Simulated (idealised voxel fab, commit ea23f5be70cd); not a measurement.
The following is a process module called voxel released beams.
Pictured: cross-section cut, 190 nm wide, on a grid of 5 nm square cells.
For the purposes of this document, a cross-section shall be understood as a grid of square cells, specified as bands listed in top-to-bottom order, each band consisting of one or more rows of cells.
Heads up on the band format: heights come first, top then bottom, in nm. After that it's the materials left to right, each with its width in nm. A single material flagged "full width" fills the whole band edge to edge, and "air" means there's empty space there.
All heights in this document are referenced to 0, defined as the level beneath which the wafer, as received, consists entirely of one material. The lowest band is not bounded below; it extends indefinitely downward and is written in the form "0..down".
A two-number width, for instance "30 to 40", indicates that the width is equal to the first number in the top row of the band and to the second number in the bottom row, and that it changes by a constant amount per row of cells.
Reading "nothing got changed" for a step: not a cell of the cross-section changed in it.
"Closed void inventory" means: voids of 8 cells or more that are shut off from the top with no open way through. Written width x height at distance, distance from the left edge, in nm.
Post-settings text on a step line: simulator's own remark regarding the step.
Among the settings permitted on a step's line is "overlay nm"; applied to a step with a mask, it specifies the extent to which the mask lay to the right of its planned position, whereas a negative figure signifies a position to the left.

### Process steps foreseen in the plan
| 1 | op RECEIVE | material Si |
| 2 | op CONFORMAL_DEP | material SiN | thk nm 10 |
| 3 | op DIRECTIONAL_DEP | material SiO2 | thk nm 10 |
| 4 | op DIRECTIONAL_DEP | material aC | thk nm 15 |
| 5 | op PATTERN | tone open | mask id ANCHOR | material resist | width nm 35 | thk nm 35 | overlay nm 0 |
| 6 | op DIRECTIONAL_ETCH | etch materials aC | depth nm 15 |
| 7 | op STRIP | etch materials resist |
| 8 | op DIRECTIONAL_ETCH | etch materials SiO2 | depth nm 10 |
| 9 | op STRIP | etch materials aC |
| 10 | op CONFORMAL_DEP | material TiN | thk nm 10 |
| 11 | op DIRECTIONAL_DEP | material aC | thk nm 10 |
| 12 | op PATTERN | tone cover | mask id BEAM | material resist | width nm 100 | thk nm 30 | overlay nm 0 |
| 13 | op DIRECTIONAL_ETCH | etch materials aC | depth nm 5 |
| 14 | op STRIP | etch materials resist |
| 15 | op DIRECTIONAL_ETCH | etch materials TiN | depth nm 10 |
| 16 | op STRIP | etch materials aC |
| 17 | op STRIP | etch materials SiO2 |
The plan's step 13 depth nm is the first wafer's value; the wafers differ in this setting and start identical.

### The as-received cross-section of the first of several wafers corresponds to the state after step 1
  0..down  Si full width
  Closed void inventory: none

### Per-wafer rows below. For each material: cells gained (+) or lost (-) since the wafer was received, as of end of module. Then: closed voids
depth nm 5 | +76 SiN | +62 SiO2 | +84 TiN | Closed void inventory: none
depth nm 10 | +76 SiN | +48 TiN | Closed void inventory: none
depth nm 15 | +76 SiN | +48 TiN | Closed void inventory: none
depth nm 20 | +76 SiN | +48 TiN | Closed void inventory: none
depth nm 25 | +76 SiN | +48 TiN | Closed void inventory: none
